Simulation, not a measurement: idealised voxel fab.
The name of this process module is voxel self aligned contacts.
We display cut, a cross-section 160 nm in width whose square cells are each 5 nm.
Heads up, the way a cross-section reads in here is a grid of square cells, handed over as bands from the top down, with every band being one or more rows of cells.
Top height, bottom height, nm. Materials left to right, width each, nm. Single material + "throughout" = fills band edge to edge. "air" = empty.
Height datum 0, below which the as-received substrate wafer is one material. Lowest band open at the bottom, running downward: "0 -> down".
Graded width ("30 to 40"): value in top row of band = first number; value in bottom row = second number; row-to-row change constant.
It should be understood that the words "nothing altered", when stated for a given step, signify that the cross-section underwent no change in any of its cells during that step.
Closed cavities: empty space of 8 cells or more with no open way to the top, each as width x height at its distance from the left edge, in nm
Post-settings text on a step line: simulator's own remark regarding the step.
overlay nm: mask right of planned place by this much (step with mask). Neg. = left.

**This section lists the process steps that were planned**
step 1: RECEIVE | material Si
step 2: CONFORMAL_DEP | material SiO2 | thk nm 5
step 3: DIRECTIONAL_DEP | material polySi | thk nm 20
step 4: DIRECTIONAL_DEP | material SiN | thk nm 15
step 5: DIRECTIONAL_DEP | material aC | thk nm 15
step 6: PATTERN | tone cover | mask id GATE | material resist | width nm 30 | pitch nm 65 | thk nm 30 | overlay nm 0
step 7: DIRECTIONAL_ETCH | etch materials aC | depth nm 15
step 8: STRIP | etch materials resist
step 9: DIRECTIONAL_ETCH | etch materials SiN | depth nm 15
step 10: DIRECTIONAL_ETCH | etch materials polySi | depth nm 20
step 11: STRIP | etch materials aC
step 12: CONFORMAL_DEP | material SiN | thk nm 5
step 13: DIRECTIONAL_ETCH | etch materials SiN | depth nm 5
step 14: FILL_DEP | material SiO2 | thk nm 15
step 15: CMP | height nm 45
step 16: DIRECTIONAL_DEP | material aC | thk nm 15
step 17: PATTERN | tone open | mask id CONTACT | material resist | width nm 45 | thk nm 30 | overlay nm 0
step 18: DIRECTIONAL_ETCH | etch materials aC | depth nm 15
step 19: STRIP | etch materials resist
step 20: DIRECTIONAL_ETCH | etch materials SiO2 | depth nm 45
step 21: STRIP | etch materials aC
step 22: CONFORMAL_DEP | material TiN | thk nm 5
step 23: FILL_DEP | material W | thk nm 10
step 24: CMP | height nm 35
step 25: CONFORMAL_DEP | material SiCN | thk nm 5
Be aware that, although all wafers share a common starting state, the height nm at step 24 differs among them, and the plan displays the first wafer's value.

**Step 1 complete: as-received cross-section of the first of several wafers**
0 -> down | Si throughout
Closed cavities: none

**Tabulated below, wafer by wafer, are the end-of-module results: for each material, the number of cells gained (+) or lost (-) relative to the as-received state, followed by the closed voids**
height nm 35 | +32 SiCN | +48 SiN | +93 SiO2 | +17 TiN | +18 W | +48 polySi | Closed cavities: none
height nm 40 | +32 SiCN | +64 SiN | +104 SiO2 | +19 TiN | +21 W | +48 polySi | Closed cavities: none
height nm 45 | +32 SiCN | +64 SiN | +127 SiO2 | +25 TiN | +24 W | +48 polySi | Closed cavities: none
height nm 50 | +32 SiCN | +64 SiN | +127 SiO2 | +50 TiN | +31 W | +48 polySi | Closed cavities: none
height nm 55 | +32 SiCN | +64 SiN | +127 SiO2 | +50 TiN | +63 W | +48 polySi | Closed cavities: none
height nm 60 | +32 SiCN | +64 SiN | +127 SiO2 | +50 TiN | +95 W | +48 polySi | Closed cavities: none
